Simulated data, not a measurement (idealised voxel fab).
Herein follows the process module entitled voxel released beams.
The figure presents cross-section cut, which has a width of 265 nm and is divided into square cells with an edge length of 5 nm.
Reading order for cross-sections: top band down to bottom band. Underlying form: a grid of square cells. Band size: one or more rows of cells.
It is stipulated that each band's entry specify, in nanometres, the height of the top of the band and then that of its bottom, followed by the materials of the band in left-to-right sequence, each together with its width in nanometres. A single material marked by the word "full width" is understood to fill the band from edge to edge; the word "air" is understood to denote empty space.
Note: height 0 marks the level under which the wafer is uniformly one material as received. Lowest band unbounded below, written "from 0 down".
When a width is written as two numbers, as in "30..40", the first number is the width in the top row of cells of the band and the second is the width in its bottom row, and the width changes by the same amount from each row to the next.
What does "no change occurred" mean for a step? It means no cell of the cross-section changed in that step.
The entry titled "Closed void list" provides the empty spaces that have no open way to the top, restricted to those of 8 cells or more. Each is presented as width x height at distance, the distance being measured from the left edge, with all three in nm.
Whatever follows a step's settings on its line is a remark the simulator itself makes about that step.
overlay nm: mask offset rightward from planned place, masked step; negative means leftward offset.
## Process steps foreseen in the plan
1: RECEIVE [material Si]
2: CONFORMAL_DEP [material SiN] [thk nm 10]
3: DIRECTIONAL_DEP [material SiO2] [thk nm 15]
4: DIRECTIONAL_DEP [material aC] [thk nm 15]
5: PATTERN [tone open] [mask id ANCHOR] [material resist] [width nm 25] [thk nm 35] [overlay nm 0]
6: DIRECTIONAL_ETCH [etch materials aC] [depth nm 15]
7: STRIP [etch materials resist]
8: DIRECTIONAL_ETCH [etch materials SiO2] [depth nm 15]
9: STRIP [etch materials aC]
10: CONFORMAL_DEP [material polySi] [thk nm 10]
11: PATTERN [tone cover] [mask id BEAM] [material resist] [width nm 70] [thk nm 20] [overlay nm 0]
12: DIRECTIONAL_ETCH [etch materials polySi] [depth nm 10]
13: STRIP [etch materials resist]
14: STRIP [etch materials SiO2]
## Wafer at receipt (post step 1), cross-section
  from 0 down = Si full width
  Closed void list: none
## Looking at the first of two wafers in cross-section at end of module - ran to plan
  from 35 to 25 = air 95 nm | polySi 15 nm | air 5 nm | polySi 50 nm | air 100 nm
  from 25 to 20 = air 100 nm | polySi 10 nm | air 5 nm | polySi 10 nm | air 140 nm
  from 20 to 10 = air 100 nm | polySi 25 nm | air 140 nm
  from 10 to 0 = SiN full width
  from 0 down = Si full width
  Closed void list: none
## Cross-sectional view of the second of two wafers upon completion of the module. This wafer shared its starting condition and process plan with the first; one error was made during its execution
  from 10 to 0 = air 95 nm | polySi 70 nm | air 100 nm
  from 0 down = Si full width
  Closed void list: none
Want to know what went wrong? step 9 ran as: STRIP [etch materials SiN]
Heads up, by the end the second wafer has more or fewer cells of some materials compared to the first: SiN: 106 fewer, polySi: 12 fewer
